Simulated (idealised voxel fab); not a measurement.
process module | voxel self aligned vias
cross-section cut | 145 nm wide | cells 5 nm
A cross-section is a grid of square cells, given in bands from the top down. A band is one or more rows of cells.
Each band's line starts with the height of the band's top and of its bottom, in nm. Then come its materials from left to right, each with its width in nm. One material with "throughout" fills the band from edge to edge. "air" is empty space.
Height 0 is the level under which the wafer as received is all one material. The lowest band goes on downwards, as in "0 down".
A width such as "30 to 40" changes by the same amount from each row of cells to the next, from the band's top row to its bottom row.
"no change" after a step means that no cell of the cross-section changed.
closed voids: empty space of 8 cells or more with no open way to the top, each as width x height at its distance from the left edge, in nm
after a step's settings: what the simulator itself notes on the step
overlay nm, on a step with a mask: how far to the right of its planned place the mask lay; to the left if negative
plan
1 op RECEIVE | material Si
2 op CONFORMAL_DEP | material SiO2 | thk nm 10
3 op CONFORMAL_DEP | material SiCN | thk nm 5
4 op DIRECTIONAL_DEP | material SiO2 | thk nm 30
5 op DIRECTIONAL_DEP | material aC | thk nm 10
6 op PATTERN | tone open | mask id LINES | material resist | width nm 30 | pitch nm 65 | thk nm 25 | overlay nm 0
7 op DIRECTIONAL_ETCH | etch materials aC | depth nm 10
8 op STRIP | etch materials resist
9 op DIRECTIONAL_ETCH | etch materials SiO2 | depth nm 30
10 op STRIP | etch materials aC
11 op CONFORMAL_DEP | material TiN | thk nm 5
12 op FILL_DEP | material W | thk nm 5
13 op CMP | height nm 45
14 op SELECTIVE_ETCH | etch materials W Ru TiN | depth nm 10
15 op FILL_DEP | material SiN | thk nm 10
16 op CMP | height nm 45
17 op DIRECTIONAL_DEP | material SiO2 | thk nm 20
18 op MASKED_ETCH | tone open | mask id VIAS | width nm 50 | etch materials SiO2 | depth nm 20 | overlay nm 0
19 op MASKED_ETCH | tone open | mask id VIAS | width nm 50 | etch materials SiN | depth nm 10 | overlay nm 0
20 op CONFORMAL_DEP | material TiN | thk nm 5
21 op FILL_DEP | material Cu | thk nm 10
22 op CMP | height nm 65
23 op CONFORMAL_DEP | material SiCN | thk nm 5
as received, after step 1
  0 down: Si throughout
  closed voids: none
a wafer at the end: this start, this plan, one mistake
  70 to 65: SiCN throughout
  65 to 50: SiO2 25 | TiN 5 | Cu 40 | TiN 5 | SiO2 70
  50 to 45: SiO2 25 | TiN 5 | Cu 20 | TiN 25 | SiO2 70
  45 to 40: SiO2 25 | TiN 5 | Cu 20 | TiN 5 | SiO2 35 | SiN 30 | SiO2 25
  40 to 35: SiO2 25 | TiN 30 | SiO2 35 | SiN 30 | SiO2 25
  35 to 20: SiO2 25 | TiN 5 | W 20 | TiN 5 | SiO2 35 | TiN 5 | W 20 | TiN 5 | SiO2 25
  20 to 15: SiO2 25 | TiN 30 | SiO2 35 | TiN 30 | SiO2 25
  15 to 10: SiCN throughout
  10 to 0: SiO2 throughout
  0 down: Si throughout
  closed voids: none
what went wrong: step 18 ran as: op MASKED_ETCH | tone open | mask id VIAS | width nm 50 | etch materials SiO2 | depth nm 20 | overlay nm 10
